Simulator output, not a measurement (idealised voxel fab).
A process module follows: voxel ribs on slabs.
170 nm wide, 5 nm square cells: that's cross-section cut.
Cross-section spec: square-cell grid; bands listed top down; each band is one or more rows. Heads up on the band format: heights come first, top then bottom, in nm. After that it's the materials left to right, each with its width in nm. A single material flagged "edge to edge" fills the whole band edge to edge, and "blank" means there's empty space there. Counting heights begins at 0, where everything beneath is, in the wafer as received, one material. The lowest band has no bottom; it goes on downwards, as "0 nm and below" shows. So if you see something like "30 to 40" for the width, read it as the top row of the band sitting at the first number and the bottom row at the second, with every row in between moving by the same amount as the last. "stayed the same" for a step: no cell of the cross-section changed in that step. You'll see "Unvented internal voids" listing empty spaces that have no way open to the top, as long as they're 8 cells or more; the notation is width x height at distance, where the distance is from the left edge, and all of it is in nm. Post-settings text on a step line: simulator's own remark regarding the step. The "overlay nm" setting may appear on a step's line; for a step that uses a mask, it gives how far to the right of its planned position the mask lay, and a negative value indicates the left.

# The planned process steps are enumerated hereunder
1) RECEIVE [material Si]
2) DIRECTIONAL_DEP [material SiO2] [thk nm 30]
3) DIRECTIONAL_DEP [material polySi] [thk nm 25]
4) MASKED_ETCH [tone cover] [mask id RIB] [width nm 30] [etch materials polySi] [depth nm 15] [overlay nm 0]
5) DIRECTIONAL_DEP [material aC] [thk nm 10]
6) PATTERN [tone cover] [mask id SLAB] [material resist] [width nm 80] [thk nm 25] [overlay nm 0]
7) DIRECTIONAL_ETCH [etch materials aC] [depth nm 10]
8) STRIP [etch materials resist]
9) DIRECTIONAL_ETCH [etch materials polySi] [depth nm 10]
10) STRIP [etch materials aC]
11) FILL_DEP [material SiO2] [thk nm 15]
12) CMP [height nm 65]
13) DIRECTIONAL_DEP [material TiN] [thk nm 10]
14) PATTERN [tone cover] [mask id HEATER] [material resist] [width nm 40] [thk nm 15] [overlay nm 0]
15) DIRECTIONAL_ETCH [etch materials TiN] [depth nm 10]
16) STRIP [etch materials resist]
17) CONFORMAL_DEP [material SiO2] [thk nm 10]

# First wafer, two in total, run as planned

# As received (post step 1): cross-section
> 0 nm and below | Si edge to edge
> Unvented internal voids: none

# Wafer xsec, post step 2
> 30 nm to 0 nm | SiO2 edge to edge
> All layers under 0 are left as they were.

# Wafer xsec, post step 3
> 55 nm to 30 nm | polySi edge to edge
> All layers under 30 are left as they were.

# Wafer xsec, post step 4
> 55 nm to 40 nm | 70 nm blank  30 nm polySi  70 nm blank
> All layers under 40 are left as they were.

# Wafer xsec, post step 5
> 65 nm to 55 nm | 70 nm blank  30 nm aC  70 nm blank
> 55 nm to 50 nm | 70 nm blank  30 nm polySi  70 nm blank
> 50 nm to 40 nm | 70 nm aC  30 nm polySi  70 nm aC
> All layers under 40 are left as they were.

# Wafer xsec, post step 6
> 90 nm to 65 nm | 45 nm blank  80 nm resist  45 nm blank
> 65 nm to 55 nm | 45 nm blank  25 nm resist  30 nm aC  25 nm resist  45 nm blank
> 55 nm to 50 nm | 45 nm blank  25 nm resist  30 nm polySi  25 nm resist  45 nm blank
> All layers under 50 are left as they were.

# Wafer xsec, post step 7
> 80 nm to 65 nm | 45 nm blank  80 nm resist  45 nm blank
> 65 nm to 55 nm | 45 nm blank  25 nm resist  30 nm aC  25 nm resist  45 nm blank
> 55 nm to 50 nm | 45 nm blank  25 nm resist  30 nm polySi  25 nm resist  45 nm blank
> 50 nm to 40 nm | 45 nm blank  25 nm aC  30 nm polySi  25 nm aC  45 nm blank
> All layers under 40 are left as they were.

# Wafer xsec, post step 8
> 65 nm to 55 nm | 70 nm blank  30 nm aC  70 nm blank
> 55 nm to 50 nm | 70 nm blank  30 nm polySi  70 nm blank
> All layers under 50 are left as they were.

# Wafer xsec, post step 9
> 65 nm to 55 nm | 70 nm blank  30 nm aC  70 nm blank
> 55 nm to 50 nm | 70 nm blank  30 nm polySi  70 nm blank
> 50 nm to 40 nm | 45 nm blank  25 nm aC  30 nm polySi  25 nm aC  45 nm blank
> 40 nm to 30 nm | 45 nm blank  80 nm polySi  45 nm blank
> All layers under 30 are left as they were.

# Wafer xsec, post step 10
> 55 nm to 40 nm | 70 nm blank  30 nm polySi  70 nm blank
> All layers under 40 are left as they were.

# Wafer xsec, post step 11
> 70 nm to 55 nm | SiO2 edge to edge
> 55 nm to 40 nm | 70 nm SiO2  30 nm polySi  70 nm SiO2
> 40 nm to 30 nm | 45 nm SiO2  80 nm polySi  45 nm SiO2
> All layers under 30 are left as they were.

# Wafer xsec, post step 12
> 65 nm to 55 nm | SiO2 edge to edge
> All layers under 55 are left as they were.

# Wafer xsec, post step 13
> 75 nm to 65 nm | TiN edge to edge
> All layers under 65 are left as they were.

# Wafer xsec, post step 14
> 90 nm to 75 nm | 65 nm blank  40 nm resist  65 nm blank
> All layers under 75 are left as they were.

# Wafer xsec, post step 15
> 90 nm to 75 nm | 65 nm blank  40 nm resist  65 nm blank
> 75 nm to 65 nm | 65 nm blank  40 nm TiN  65 nm blank
> All layers under 65 are left as they were.

# Wafer xsec, post step 16
> 75 nm to 65 nm | 65 nm blank  40 nm TiN  65 nm blank
> All layers under 65 are left as they were.

# Wafer xsec, post step 17
> 85 nm to 75 nm | 55 nm blank  60 nm SiO2  55 nm blank
> 75 nm to 65 nm | 65 nm SiO2  40 nm TiN  65 nm SiO2
> All layers under 65 are left as they were.

# It is to be noted that the second wafer proceeded from the same initial state and according to the same plan as the first, although one mistake was committed in its execution; through step 3, inclusive, the two wafers share an identical history

# Second wafer, cut view, end of step 4 per plan
> 55 nm to 40 nm | 75 nm blank  30 nm polySi  65 nm blank
> All layers under 40 are left as they were.

# Second wafer, cut view, end of step 5 per plan
> 65 nm to 55 nm | 75 nm blank  30 nm aC  65 nm blank
> 55 nm to 50 nm | 75 nm blank  30 nm polySi  65 nm blank
> 50 nm to 40 nm | 75 nm aC  30 nm polySi  65 nm aC
> All layers under 40 are left as they were.

# Second wafer, cut view, end of step 6 per plan
> 90 nm to 65 nm | 45 nm blank  80 nm resist  45 nm blank
> 65 nm to 55 nm | 45 nm blank  30 nm resist  30 nm aC  20 nm resist  45 nm blank
> 55 nm to 50 nm | 45 nm blank  30 nm resist  30 nm polySi  20 nm resist  45 nm blank
> All layers under 50 are left as they were.

# Second wafer, cut view, end of step 7 per plan
> 80 nm to 65 nm | 45 nm blank  80 nm resist  45 nm blank
> 65 nm to 55 nm | 45 nm blank  30 nm resist  30 nm aC  20 nm resist  45 nm blank
> 55 nm to 50 nm | 45 nm blank  30 nm resist  30 nm polySi  20 nm resist  45 nm blank
> 50 nm to 40 nm | 45 nm blank  30 nm aC  30 nm polySi  20 nm aC  45 nm blank
> All layers under 40 are left as they were.

# Second wafer, cut view, end of step 8 per plan
> 65 nm to 55 nm | 75 nm blank  30 nm aC  65 nm blank
> 55 nm to 50 nm | 75 nm blank  30 nm polySi  65 nm blank
> All layers under 50 are left as they were.

# Second wafer, cut view, end of step 9 per plan
> 65 nm to 55 nm | 75 nm blank  30 nm aC  65 nm blank
> 55 nm to 50 nm | 75 nm blank  30 nm polySi  65 nm blank
> 50 nm to 40 nm | 45 nm blank  30 nm aC  30 nm polySi  20 nm aC  45 nm blank
> 40 nm to 30 nm | 45 nm blank  80 nm polySi  45 nm blank
> All layers under 30 are left as they were.

# Second wafer, cut view, end of step 10 per plan
> 55 nm to 40 nm | 75 nm blank  30 nm polySi  65 nm blank
> All layers under 40 are left as they were.

# Second wafer, cut view, end of step 11 per plan
> 70 nm to 55 nm | SiO2 edge to edge
> 55 nm to 40 nm | 75 nm SiO2  30 nm polySi  65 nm SiO2
> 40 nm to 30 nm | 45 nm SiO2  80 nm polySi  45 nm SiO2
> All layers under 30 are left as they were.

# Second wafer, cut view, end of step 12 per plan
> 65 nm to 55 nm | SiO2 edge to edge
> All layers under 55 are left as they were.

# Second wafer, cut view, end of step 13 per plan
> 75 nm to 65 nm | TiN edge to edge
> All layers under 65 are left as they were.

# Second wafer, cut view, end of step 14 per plan
> 90 nm to 75 nm | 65 nm blank  40 nm resist  65 nm blank
> All layers under 75 are left as they were.

# Second wafer, cut view, end of step 15 per plan
> 90 nm to 75 nm | 65 nm blank  40 nm resist  65 nm blank
> 75 nm to 65 nm | 65 nm blank  40 nm TiN  65 nm blank
> All layers under 65 are left as they were.

# Second wafer, cut view, end of step 16 per plan
> 75 nm to 65 nm | 65 nm blank  40 nm TiN  65 nm blank
> All layers under 65 are left as they were.

# Second wafer, cut view, end of step 17 per plan
> 85 nm to 75 nm | 55 nm blank  60 nm SiO2  55 nm blank
> 75 nm to 65 nm | 65 nm SiO2  40 nm TiN  65 nm SiO2
> All layers under 65 are left as they were.
Where did the run depart from the plan? step 4 was processed under conditions differing from the plan, specifically as MASKED_ETCH [tone cover] [mask id RIB] [width nm 30] [etch materials polySi] [depth nm 15] [overlay nm 5]
In the final comparison it is observed that the number of cells assigned to each material is identical for the two wafers, whereas their placement is not.
